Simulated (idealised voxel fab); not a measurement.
Process module heading - voxel released beams
In the cross-section labelled cut, the width is 145 nm and each square cell is 5 nm.
Each cross-section below is a grid of square cells, stated as bands in top-down order, with one or more rows of cells making up each band.
A band entry consists of two parts. The first gives the height of the band's top and the height of its bottom, in nm. The rest lists the band's materials from left to right, each with its width in nm. A single material labelled with the word "all across" fills the band from edge to edge, and the word "air" marks empty space.
Counting heights begins at 0, where everything beneath is, in the wafer as received, one material. The lowest band has no bottom; it goes on downwards, as "0 and below" shows.
A two-number width, for instance "30->40", indicates that the width is equal to the first number in the top row of the band and to the second number in the bottom row, and that it changes by a constant amount per row of cells.
Reading "stayed the same" for a step: not a cell of the cross-section changed in it.
What "Enclosed void inventory" gives you is every empty space of 8 cells or more that is cut off from the top. Each appears as width x height at distance, with the distance taken from the left edge and width, height and distance all in nm.
That trailing text on a step's line, after the settings, is the simulator's own remark on the step.
overlay nm: how far to the right of its planned place the mask lay on this masked step (negative: to the left).
Steps planned for the process:
step 1: RECEIVE | material Si
step 2: CONFORMAL_DEP | material Al2O3 | thk nm 5
step 3: DIRECTIONAL_DEP | material SiO2 | thk nm 15
step 4: DIRECTIONAL_DEP | material aC | thk nm 10
step 5: PATTERN | tone open | mask id ANCHOR | material resist | width nm 30 | thk nm 30 | overlay nm 0
step 6: DIRECTIONAL_ETCH | etch materials aC | depth nm 10
step 7: STRIP | etch materials resist
step 8: DIRECTIONAL_ETCH | etch materials SiO2 | depth nm 15
step 9: STRIP | etch materials aC
step 10: CONFORMAL_DEP | material SiN | thk nm 10
step 11: DIRECTIONAL_DEP | material aC | thk nm 15
step 12: PATTERN | tone cover | mask id BEAM | material resist | width nm 90 | thk nm 35 | overlay nm 0
step 13: DIRECTIONAL_ETCH | etch materials aC | depth nm 15
step 14: STRIP | etch materials resist
step 15: DIRECTIONAL_ETCH | etch materials SiN | depth nm 10
step 16: STRIP | etch materials aC
step 17: STRIP | etch materials SiO2
Cross-section of the wafer at receipt, which is the condition after step 1:
    0 and below: Si all across
    Enclosed void inventory: none
Cross-section, end of module. Start: as above. Plan: as above. Execution: one mistake:
    40 down to 30: air 25 nm | SiN 90 nm | air 30 nm
    30 down to 20: SiN all across
    20 down to 5: SiO2 all across
    5 down to 0: Al2O3 all across
    0 and below: Si all across
    Enclosed void inventory: none
Which mistake was made when the wafer was run? for step 4, the planned setting was not used; the step was instead run as DIRECTIONAL_DEP | material SiN | thk nm 10
